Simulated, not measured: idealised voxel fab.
The process module presented herein is designated voxel self aligned contacts.
The figure presents cross-section cut, which has a width of 200 nm and is divided into square cells with an edge length of 5 nm.
A cross-section is a grid of square cells, given in bands from the top down. A band is one or more rows of cells. The entry gives the band's vertical extent as a top height and a bottom height in nm, then its horizontal make-up as materials from left to right, each with a width in nm. "air" stands for empty space; a single material marked "everywhere" fills the band edge to edge. Note: height 0 marks the level under which the wafer is uniformly one material as received. Lowest band unbounded below, written "z 0 and below". You'd read "30->40" like this: the band's top row of cells is as wide as the first number, its bottom row is as wide as the second, and going down, every row changes width by the same amount as the row before did. For the purposes of this document, the phrase "remained the same" attached to a step denotes that no cell within the cross-section was modified by that step. "Voids, fully enclosed" enumerates empty spaces isolated from the top, with no open way to it, that contain at least 8 cells, giving each as width x height at distance from the left edge, all three in nm. after a step's settings: what the simulator itself notes on the step. "overlay nm" denotes, for a step that has a mask, the displacement of the mask to the right of its planned place, with negative values corresponding to the left.
[The planned process steps are enumerated hereunder]
step 1: RECEIVE: material Si
step 2: OXIDIZE: depth nm 5
step 3: DIRECTIONAL_DEP: material polySi, thk nm 20
step 4: DIRECTIONAL_DEP: material SiN, thk nm 25
step 5: DIRECTIONAL_DEP: material aC, thk nm 10
step 6: PATTERN: tone cover, mask id GATE, material resist, width nm 30, pitch nm 65, thk nm 30, overlay nm 0
step 7: DIRECTIONAL_ETCH: etch materials aC, depth nm 10
step 8: STRIP: etch materials resist
step 9: DIRECTIONAL_ETCH: etch materials SiN, depth nm 25
step 10: DIRECTIONAL_ETCH: etch materials polySi, depth nm 20
step 11: STRIP: etch materials aC
step 12: CONFORMAL_DEP: material SiN, thk nm 10
step 13: DIRECTIONAL_ETCH: etch materials SiN, depth nm 10
step 14: FILL_DEP: material SiO2, thk nm 20
step 15: CMP: height nm 55
step 16: MASKED_ETCH: tone open, mask id CONTACT, width nm 45, pitch nm 65, etch materials SiO2, depth nm 60, overlay nm 0
step 17: CONFORMAL_DEP: material TiN, thk nm 5
step 18: FILL_DEP: material Ru, thk nm 10
step 19: CMP: height nm 55
step 20: CONFORMAL_DEP: material SiN, thk nm 5
[First wafer out of two, processed as planned]
[Wafer as received: cross-section following step 1]
- z 0 and below | Si everywhere
- Voids, fully enclosed: none
[Once step 2 is through, the wafer looks like this in cross-section]
- z 0 to -5 | SiO2 everywhere
- Lower than -5, everything is as it was.
[Once step 3 is through, the wafer looks like this in cross-section]
- z 20 to 0 | polySi everywhere
- Lower than 0, everything is as it was.
[Once step 4 is through, the wafer looks like this in cross-section]
- z 45 to 20 | SiN everywhere
- Lower than 20, everything is as it was.
[Once step 5 is through, the wafer looks like this in cross-section]
- z 55 to 45 | aC everywhere
- Lower than 45, everything is as it was.
[Once step 6 is through, the wafer looks like this in cross-section]
- z 85 to 55 | air 20 / resist 30 / air 35 / resist 30 / air 35 / resist 30 / air 20
- Lower than 55, everything is as it was.
[Once step 7 is through, the wafer looks like this in cross-section]
- z 75 to 55 | air 20 / resist 30 / air 35 / resist 30 / air 35 / resist 30 / air 20
- z 55 to 45 | air 20 / aC 30 / air 35 / aC 30 / air 35 / aC 30 / air 20
- Lower than 45, everything is as it was.
[Once step 8 is through, the wafer looks like this in cross-section]
- z 55 to 45 | air 20 / aC 30 / air 35 / aC 30 / air 35 / aC 30 / air 20
- Lower than 45, everything is as it was.
[Once step 9 is through, the wafer looks like this in cross-section]
- z 55 to 45 | air 20 / aC 30 / air 35 / aC 30 / air 35 / aC 30 / air 20
- z 45 to 20 | air 20 / SiN 30 / air 35 / SiN 30 / air 35 / SiN 30 / air 20
- Lower than 20, everything is as it was.
[Once step 10 is through, the wafer looks like this in cross-section]
- z 55 to 45 | air 20 / aC 30 / air 35 / aC 30 / air 35 / aC 30 / air 20
- z 45 to 20 | air 20 / SiN 30 / air 35 / SiN 30 / air 35 / SiN 30 / air 20
- z 20 to 0 | air 20 / polySi 30 / air 35 / polySi 30 / air 35 / polySi 30 / air 20
- Lower than 0, everything is as it was.
[Once step 11 is through, the wafer looks like this in cross-section]
- z 45 to 20 | air 20 / SiN 30 / air 35 / SiN 30 / air 35 / SiN 30 / air 20
- Lower than 20, everything is as it was.
[Once step 12 is through, the wafer looks like this in cross-section]
- z 55 to 20 | air 10 / SiN 50 / air 15 / SiN 50 / air 15 / SiN 50 / air 10
- z 20 to 10 | air 10 / SiN 10 / polySi 30 / SiN 10 / air 15 / SiN 10 / polySi 30 / SiN 10 / air 15 / SiN 10 / polySi 30 / SiN 10 / air 10
- z 10 to 0 | SiN 20 / polySi 30 / SiN 35 / polySi 30 / SiN 35 / polySi 30 / SiN 20
- Lower than 0, everything is as it was.
[Once step 13 is through, the wafer looks like this in cross-section]
- z 45 to 20 | air 10 / SiN 50 / air 15 / SiN 50 / air 15 / SiN 50 / air 10
- z 20 to 0 | air 10 / SiN 10 / polySi 30 / SiN 10 / air 15 / SiN 10 / polySi 30 / SiN 10 / air 15 / SiN 10 / polySi 30 / SiN 10 / air 10
- Lower than 0, everything is as it was.
[Once step 14 is through, the wafer looks like this in cross-section]
- z 65 to 45 | SiO2 everywhere
- z 45 to 20 | SiO2 10 / SiN 50 / SiO2 15 / SiN 50 / SiO2 15 / SiN 50 / SiO2 10
- z 20 to 0 | SiO2 10 / SiN 10 / polySi 30 / SiN 10 / SiO2 15 / SiN 10 / polySi 30 / SiN 10 / SiO2 15 / SiN 10 / polySi 30 / SiN 10 / SiO2 10
- Lower than 0, everything is as it was.
[Once step 15 is through, the wafer looks like this in cross-section]
- z 55 to 45 | SiO2 everywhere
- Lower than 45, everything is as it was.
[Once step 16 is through, the wafer looks like this in cross-section]
- z 55 to 45 | SiO2 45 / air 45 / SiO2 20 / air 45 / SiO2 45
- z 45 to 20 | SiO2 10 / SiN 50 / air 15 / SiN 50 / air 15 / SiN 50 / SiO2 10
- z 20 to 0 | SiO2 10 / SiN 10 / polySi 30 / SiN 10 / air 15 / SiN 10 / polySi 30 / SiN 10 / air 15 / SiN 10 / polySi 30 / SiN 10 / SiO2 10
- z 0 to -5 | SiO2 60 / air 15 / SiO2 50 / air 15 / SiO2 60
- Lower than -5, everything is as it was.
[Once step 17 is through, the wafer looks like this in cross-section]
- z 60 to 55 | TiN 50 / air 35 / TiN 30 / air 35 / TiN 50
- z 55 to 45 | SiO2 45 / TiN 5->20 / air 35->5 / TiN 5->20 / SiO2 20 / TiN 5->20 / air 35->5 / TiN 5->20 / SiO2 45
- z 45 to 20 | SiO2 10 / SiN 50 / TiN 5 / air 5 / TiN 5 / SiN 50 / TiN 5 / air 5 / TiN 5 / SiN 50 / SiO2 10
- z 20 to 0 | SiO2 10 / SiN 10 / polySi 30 / SiN 10 / TiN 5 / air 5 / TiN 5 / SiN 10 / polySi 30 / SiN 10 / TiN 5 / air 5 / TiN 5 / SiN 10 / polySi 30 / SiN 10 / SiO2 10
- z 0 to -5 | SiO2 60 / TiN 15 / SiO2 50 / TiN 15 / SiO2 60
- Lower than -5, everything is as it was.
[Once step 18 is through, the wafer looks like this in cross-section]
- z 70 to 60 | Ru everywhere
- z 60 to 55 | TiN 50 / Ru 35 / TiN 30 / Ru 35 / TiN 50
- z 55 to 45 | SiO2 45 / TiN 5->20 / Ru 35->5 / TiN 5->20 / SiO2 20 / TiN 5->20 / Ru 35->5 / TiN 5->20 / SiO2 45
- z 45 to 20 | SiO2 10 / SiN 50 / TiN 5 / Ru 5 / TiN 5 / SiN 50 / TiN 5 / Ru 5 / TiN 5 / SiN 50 / SiO2 10
- z 20 to 0 | SiO2 10 / SiN 10 / polySi 30 / SiN 10 / TiN 5 / Ru 5 / TiN 5 / SiN 10 / polySi 30 / SiN 10 / TiN 5 / Ru 5 / TiN 5 / SiN 10 / polySi 30 / SiN 10 / SiO2 10
- Lower than 0, everything is as it was.
[Once step 19 is through, the wafer looks like this in cross-section]
- z 55 to 45 | SiO2 45 / TiN 5->20 / Ru 35->5 / TiN 5->20 / SiO2 20 / TiN 5->20 / Ru 35->5 / TiN 5->20 / SiO2 45
- Lower than 45, everything is as it was.
[Once step 20 is through, the wafer looks like this in cross-section]
- z 60 to 55 | SiN everywhere
- Lower than 55, everything is as it was.
[Second wafer, same starting conditions and recipe as the first, one mistake in executing it, nothing differs from the first up to and including step 16]
[Second wafer shown in cross-section at the time step 17 was slated to end]
- z 60 to 50 | SiO2 50 / air 35 / SiO2 30 / air 35 / SiO2 50
- z 50 to 45 | SiO2 65 / air 5 / SiO2 60 / air 5 / SiO2 65
- z 45 to 20 | SiO2 10 / SiN 50 / SiO2 5 / air 5 / SiO2 5 / SiN 50 / SiO2 5 / air 5 / SiO2 5 / SiN 50 / SiO2 10
- z 20 to 0 | SiO2 10 / SiN 10 / polySi 30 / SiN 10 / SiO2 5 / air 5 / SiO2 5 / SiN 10 / polySi 30 / SiN 10 / SiO2 5 / air 5 / SiO2 5 / SiN 10 / polySi 30 / SiN 10 / SiO2 10
- z 0 to -5 | SiO2 everywhere
- Lower than -5, everything is as it was.
[Second wafer shown in cross-section at the time step 18 was slated to end]
- z 70 to 60 | Ru everywhere
- z 60 to 50 | SiO2 50 / Ru 35 / SiO2 30 / Ru 35 / SiO2 50
- z 50 to 45 | SiO2 65 / Ru 5 / SiO2 60 / Ru 5 / SiO2 65
- z 45 to 20 | SiO2 10 / SiN 50 / SiO2 5 / Ru 5 / SiO2 5 / SiN 50 / SiO2 5 / Ru 5 / SiO2 5 / SiN 50 / SiO2 10
- z 20 to 0 | SiO2 10 / SiN 10 / polySi 30 / SiN 10 / SiO2 5 / Ru 5 / SiO2 5 / SiN 10 / polySi 30 / SiN 10 / SiO2 5 / Ru 5 / SiO2 5 / SiN 10 / polySi 30 / SiN 10 / SiO2 10
- Lower than 0, everything is as it was.
[Second wafer shown in cross-section at the time step 19 was slated to end]
- z 55 to 45 | SiO2 50->65 / Ru 35->5 / SiO2 30->60 / Ru 35->5 / SiO2 50->65
- Lower than 45, everything is as it was.
[Second wafer shown in cross-section at the time step 20 was slated to end]
- z 60 to 55 | SiN everywhere
- Lower than 55, everything is as it was.
Against the plan, the run slipped here: so step 17 ended up running with a different setting than we planned, it ran as CONFORMAL_DEP: material SiO2, thk nm 5
Per the end-of-run cell counts, the second wafer holds more or fewer of some materials than the first: +62 SiO2; -62 TiN
